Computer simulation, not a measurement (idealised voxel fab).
Documented hereafter: the process module known as voxel gate over fins.
The figure presents cross-section cut, which has a width of 295 nm and is divided into square cells with an edge length of 5 nm.
Notation: cross-section as square-cell grid; stated in bands, top first, going down; one or more cell rows per band. Top height, bottom height, nm. Materials left to right, width each, nm. Single material + "all across" = fills band edge to edge. "air" = empty. All heights in this document are referenced to 0, defined as the level beneath which the wafer, as received, consists entirely of one material. The lowest band is not bounded below; it extends indefinitely downward and is written in the form "0 -> down". Width spec "30..40" -> top row of cells at first value, bottom row at second value, equal per-row change in between. It should be understood that the words "nothing was modified", when stated for a given step, signify that the cross-section underwent no change in any of its cells during that step. What "Voids lacking openings" gives you is every empty space of 8 cells or more that is cut off from the top. Each appears as width x height at distance, with the distance taken from the left edge and width, height and distance all in nm. Text after the settings on a step's line: the simulator's own remark on that step. "overlay nm" denotes, for a step that has a mask, the displacement of the mask to the right of its planned place, with negative values corresponding to the left.

[Below is the list of planned process steps]
- 1: RECEIVE with material Si
- 2: CONFORMAL_DEP with material SiN, thk nm 5
- 3: PATTERN with tone cover, mask id FINS, material resist, width nm 15, pitch nm 35, thk nm 15, overlay nm 0
- 4: DIRECTIONAL_ETCH with etch materials SiN, depth nm 5
- 5: DIRECTIONAL_ETCH with etch materials Si, depth nm 40
- 6: STRIP with etch materials resist
- 7: FILL_DEP with material SiO2, thk nm 5
- 8: CMP with height nm 5
- 9: SELECTIVE_ETCH with etch materials SiO2, depth nm 20
- 10: STRIP with etch materials SiN
- 11: CONFORMAL_DEP with material HfO2, thk nm 5
- 12: CONFORMAL_DEP with material TiN, thk nm 5
- 13: CONFORMAL_DEP with material TiAl, thk nm 5
- 14: CONFORMAL_DEP with material TiN, thk nm 5
- 15: FILL_DEP with material W, thk nm 15
- 16: CMP with height nm 30
- 17: CONFORMAL_DEP with material SiCN, thk nm 10

[Of two wafers, the first: run according to plan]

[Cross-sectional view of the wafer in its as-received condition, corresponding to the state after step 1]
    0 -> down: Si all across
    Voids lacking openings: none

[You're looking at a cross-section of the wafer after step 2]
    5 -> 0: SiN all across
    No changes below 0.

[You're looking at a cross-section of the wafer after step 3]
    20 -> 5: 85 of air; 15 of resist; 20 of air; 15 of resist; 20 of air; 15 of resist; 20 of air; 15 of resist; 90 of air
    No changes below 5.

[You're looking at a cross-section of the wafer after step 4]
    20 -> 5: 85 of air; 15 of resist; 20 of air; 15 of resist; 20 of air; 15 of resist; 20 of air; 15 of resist; 90 of air
    5 -> 0: 85 of air; 15 of SiN; 20 of air; 15 of SiN; 20 of air; 15 of SiN; 20 of air; 15 of SiN; 90 of air
    No changes below 0.

[You're looking at a cross-section of the wafer after step 5]
    20 -> 5: 85 of air; 15 of resist; 20 of air; 15 of resist; 20 of air; 15 of resist; 20 of air; 15 of resist; 90 of air
    5 -> 0: 85 of air; 15 of SiN; 20 of air; 15 of SiN; 20 of air; 15 of SiN; 20 of air; 15 of SiN; 90 of air
    0 -> -40: 85 of air; 15 of Si; 20 of air; 15 of Si; 20 of air; 15 of Si; 20 of air; 15 of Si; 90 of air
    No changes below -40.

[You're looking at a cross-section of the wafer after step 6]
    5 -> 0: 85 of air; 15 of SiN; 20 of air; 15 of SiN; 20 of air; 15 of SiN; 20 of air; 15 of SiN; 90 of air
    No changes below 0.

[You're looking at a cross-section of the wafer after step 7]
    10 -> 5: SiO2 all across
    5 -> 0: 85 of SiO2; 15 of SiN; 20 of SiO2; 15 of SiN; 20 of SiO2; 15 of SiN; 20 of SiO2; 15 of SiN; 90 of SiO2
    0 -> -40: 85 of SiO2; 15 of Si; 20 of SiO2; 15 of Si; 20 of SiO2; 15 of Si; 20 of SiO2; 15 of Si; 90 of SiO2
    No changes below -40.

[You're looking at a cross-section of the wafer after step 8]
    5 -> 0: 85 of SiO2; 15 of SiN; 20 of SiO2; 15 of SiN; 20 of SiO2; 15 of SiN; 20 of SiO2; 15 of SiN; 90 of SiO2
    No changes below 0.

[You're looking at a cross-section of the wafer after step 9]
    5 -> 0: 85 of air; 15 of SiN; 20 of air; 15 of SiN; 20 of air; 15 of SiN; 20 of air; 15 of SiN; 90 of air
    0 -> -15: 85 of air; 15 of Si; 20 of air; 15 of Si; 20 of air; 15 of Si; 20 of air; 15 of Si; 90 of air
    No changes below -15.

[You're looking at a cross-section of the wafer after step 10]
    0 -> -15: 85 of air; 15 of Si; 20 of air; 15 of Si; 20 of air; 15 of Si; 20 of air; 15 of Si; 90 of air
    No changes below -15.

[You're looking at a cross-section of the wafer after step 11]
    5 -> 0: 80 of air; 25 of HfO2; 10 of air; 25 of HfO2; 10 of air; 25 of HfO2; 10 of air; 25 of HfO2; 85 of air
    0 -> -10: 80 of air; 5 of HfO2; 15 of Si; 5 of HfO2; 10 of air; 5 of HfO2; 15 of Si; 5 of HfO2; 10 of air; 5 of HfO2; 15 of Si; 5 of HfO2; 10 of air; 5 of HfO2; 15 of Si; 5 of HfO2; 85 of air
    -10 -> -15: 85 of HfO2; 15 of Si; 20 of HfO2; 15 of Si; 20 of HfO2; 15 of Si; 20 of HfO2; 15 of Si; 90 of HfO2
    No changes below -15.

[You're looking at a cross-section of the wafer after step 12]
    10 -> 5: 75 of air; 140 of TiN; 80 of air
    5 -> 0: 75 of air; 5 of TiN; 25 of HfO2; 10 of TiN; 25 of HfO2; 10 of TiN; 25 of HfO2; 10 of TiN; 25 of HfO2; 5 of TiN; 80 of air
    0 -> -5: 75 of air; 5 of TiN; 5 of HfO2; 15 of Si; 5 of HfO2; 10 of TiN; 5 of HfO2; 15 of Si; 5 of HfO2; 10 of TiN; 5 of HfO2; 15 of Si; 5 of HfO2; 10 of TiN; 5 of HfO2; 15 of Si; 5 of HfO2; 5 of TiN; 80 of air
    -5 -> -10: 80 of TiN; 5 of HfO2; 15 of Si; 5 of HfO2; 10 of TiN; 5 of HfO2; 15 of Si; 5 of HfO2; 10 of TiN; 5 of HfO2; 15 of Si; 5 of HfO2; 10 of TiN; 5 of HfO2; 15 of Si; 5 of HfO2; 85 of TiN
    No changes below -10.

[You're looking at a cross-section of the wafer after step 13]
    15 -> 10: 70 of air; 150 of TiAl; 75 of air
    10 -> 5: 70 of air; 5 of TiAl; 140 of TiN; 5 of TiAl; 75 of air
    5 -> 0: 70 of air; 5 of TiAl; 5 of TiN; 25 of HfO2; 10 of TiN; 25 of HfO2; 10 of TiN; 25 of HfO2; 10 of TiN; 25 of HfO2; 5 of TiN; 5 of TiAl; 75 of air
    0 -> -5: 75 of TiAl; 5 of TiN; 5 of HfO2; 15 of Si; 5 of HfO2; 10 of TiN; 5 of HfO2; 15 of Si; 5 of HfO2; 10 of TiN; 5 of HfO2; 15 of Si; 5 of HfO2; 10 of TiN; 5 of HfO2; 15 of Si; 5 of HfO2; 5 of TiN; 80 of TiAl
    No changes below -5.

[You're looking at a cross-section of the wafer after step 14]
    20 -> 15: 65 of air; 160 of TiN; 70 of air
    15 -> 10: 65 of air; 5 of TiN; 150 of TiAl; 5 of TiN; 70 of air
    10 -> 5: 65 of air; 5 of TiN; 5 of TiAl; 140 of TiN; 5 of TiAl; 5 of TiN; 70 of air
    5 -> 0: 70 of TiN; 5 of TiAl; 5 of TiN; 25 of HfO2; 10 of TiN; 25 of HfO2; 10 of TiN; 25 of HfO2; 10 of TiN; 25 of HfO2; 5 of TiN; 5 of TiAl; 75 of TiN
    No changes below 0.

[You're looking at a cross-section of the wafer after step 15]
    35 -> 20: W all across
    20 -> 15: 65 of W; 160 of TiN; 70 of W
    15 -> 10: 65 of W; 5 of TiN; 150 of TiAl; 5 of TiN; 70 of W
    10 -> 5: 65 of W; 5 of TiN; 5 of TiAl; 140 of TiN; 5 of TiAl; 5 of TiN; 70 of W
    No changes below 5.

[You're looking at a cross-section of the wafer after step 16]
    30 -> 20: W all across
    No changes below 20.

[You're looking at a cross-section of the wafer after step 17]
    40 -> 30: SiCN all across
    No changes below 30.

[It is to be noted that the second wafer proceeded from the same initial state and according to the same plan as the first, although one mistake was committed in its execution; through step 2, inclusive, the two wafers share an identical history]

[Here is the second wafer in cross-section at the point where step 3 of the plan should have been done]
    20 -> 5: 85 of resist; 15 of air; 20 of resist; 15 of air; 20 of resist; 15 of air; 20 of resist; 15 of air; 90 of resist
    No changes below 5.

[Here is the second wafer in cross-section at the point where step 4 of the plan should have been done]
    20 -> 5: 85 of resist; 15 of air; 20 of resist; 15 of air; 20 of resist; 15 of air; 20 of resist; 15 of air; 90 of resist
    5 -> 0: 85 of SiN; 15 of air; 20 of SiN; 15 of air; 20 of SiN; 15 of air; 20 of SiN; 15 of air; 90 of SiN
    No changes below 0.

[Here is the second wafer in cross-section at the point where step 5 of the plan should have been done]
    20 -> 5: 85 of resist; 15 of air; 20 of resist; 15 of air; 20 of resist; 15 of air; 20 of resist; 15 of air; 90 of resist
    5 -> 0: 85 of SiN; 15 of air; 20 of SiN; 15 of air; 20 of SiN; 15 of air; 20 of SiN; 15 of air; 90 of SiN
    0 -> -40: 85 of Si; 15 of air; 20 of Si; 15 of air; 20 of Si; 15 of air; 20 of Si; 15 of air; 90 of Si
    No changes below -40.

[Here is the second wafer in cross-section at the point where step 6 of the plan should have been done]
    5 -> 0: 85 of SiN; 15 of air; 20 of SiN; 15 of air; 20 of SiN; 15 of air; 20 of SiN; 15 of air; 90 of SiN
    No changes below 0.

[Here is the second wafer in cross-section at the point where step 7 of the plan should have been done]
    10 -> 5: SiO2 all across
    5 -> 0: 85 of SiN; 15 of SiO2; 20 of SiN; 15 of SiO2; 20 of SiN; 15 of SiO2; 20 of SiN; 15 of SiO2; 90 of SiN
    0 -> -40: 85 of Si; 15 of SiO2; 20 of Si; 15 of SiO2; 20 of Si; 15 of SiO2; 20 of Si; 15 of SiO2; 90 of Si
    No changes below -40.

[Here is the second wafer in cross-section at the point where step 8 of the plan should have been done]
    5 -> 0: 85 of SiN; 15 of SiO2; 20 of SiN; 15 of SiO2; 20 of SiN; 15 of SiO2; 20 of SiN; 15 of SiO2; 90 of SiN
    No changes below 0.

[Here is the second wafer in cross-section at the point where step 9 of the plan should have been done]
    5 -> 0: 85 of SiN; 15 of air; 20 of SiN; 15 of air; 20 of SiN; 15 of air; 20 of SiN; 15 of air; 90 of SiN
    0 -> -15: 85 of Si; 15 of air; 20 of Si; 15 of air; 20 of Si; 15 of air; 20 of Si; 15 of air; 90 of Si
    No changes below -15.

[Here is the second wafer in cross-section at the point where step 10 of the plan should have been done]
    0 -> -15: 85 of Si; 15 of air; 20 of Si; 15 of air; 20 of Si; 15 of air; 20 of Si; 15 of air; 90 of Si
    No changes below -15.

[Here is the second wafer in cross-section at the point where step 11 of the plan should have been done]
    5 -> 0: 90 of HfO2; 5 of air; 30 of HfO2; 5 of air; 30 of HfO2; 5 of air; 30 of HfO2; 5 of air; 95 of HfO2
    0 -> -10: 85 of Si; 5 of HfO2; 5 of air; 5 of HfO2; 20 of Si; 5 of HfO2; 5 of air; 5 of HfO2; 20 of Si; 5 of HfO2; 5 of air; 5 of HfO2; 20 of Si; 5 of HfO2; 5 of air; 5 of HfO2; 90 of Si
    -10 -> -15: 85 of Si; 15 of HfO2; 20 of Si; 15 of HfO2; 20 of Si; 15 of HfO2; 20 of Si; 15 of HfO2; 90 of Si
    No changes below -15.

[Here is the second wafer in cross-section at the point where step 12 of the plan should have been done]
    10 -> 5: TiN all across
    5 -> 0: 90 of HfO2; 5 of TiN; 30 of HfO2; 5 of TiN; 30 of HfO2; 5 of TiN; 30 of HfO2; 5 of TiN; 95 of HfO2
    0 -> -10: 85 of Si; 5 of HfO2; 5 of TiN; 5 of HfO2; 20 of Si; 5 of HfO2; 5 of TiN; 5 of HfO2; 20 of Si; 5 of HfO2; 5 of TiN; 5 of HfO2; 20 of Si; 5 of HfO2; 5 of TiN; 5 of HfO2; 90 of Si
    No changes below -10.

[Here is the second wafer in cross-section at the point where step 13 of the plan should have been done]
    15 -> 10: TiAl all across
    No changes below 10.

[Here is the second wafer in cross-section at the point where step 14 of the plan should have been done]
    20 -> 15: TiN all across
    No changes below 15.

[Here is the second wafer in cross-section at the point where step 15 of the plan should have been done]
    35 -> 20: W all across
    No changes below 20.

[Here is the second wafer in cross-section at the point where step 16 of the plan should have been done]
    30 -> 20: W all across
    No changes below 20.

[Here is the second wafer in cross-section at the point where step 17 of the plan should have been done]
    40 -> 30: SiCN all across
    No changes below 30.
Diagnosis: step 3 deviated from plan and actually ran as PATTERN with tone open, mask id FINS, material resist, width nm 15, pitch nm 35, thk nm 15, overlay nm 0
Heads up, by the end the second wafer has more or fewer cells of some materials compared to the first: 280 more of Si, 175 fewer of SiO2, 6 fewer of TiAl, 18 fewer of TiN, 81 fewer of W
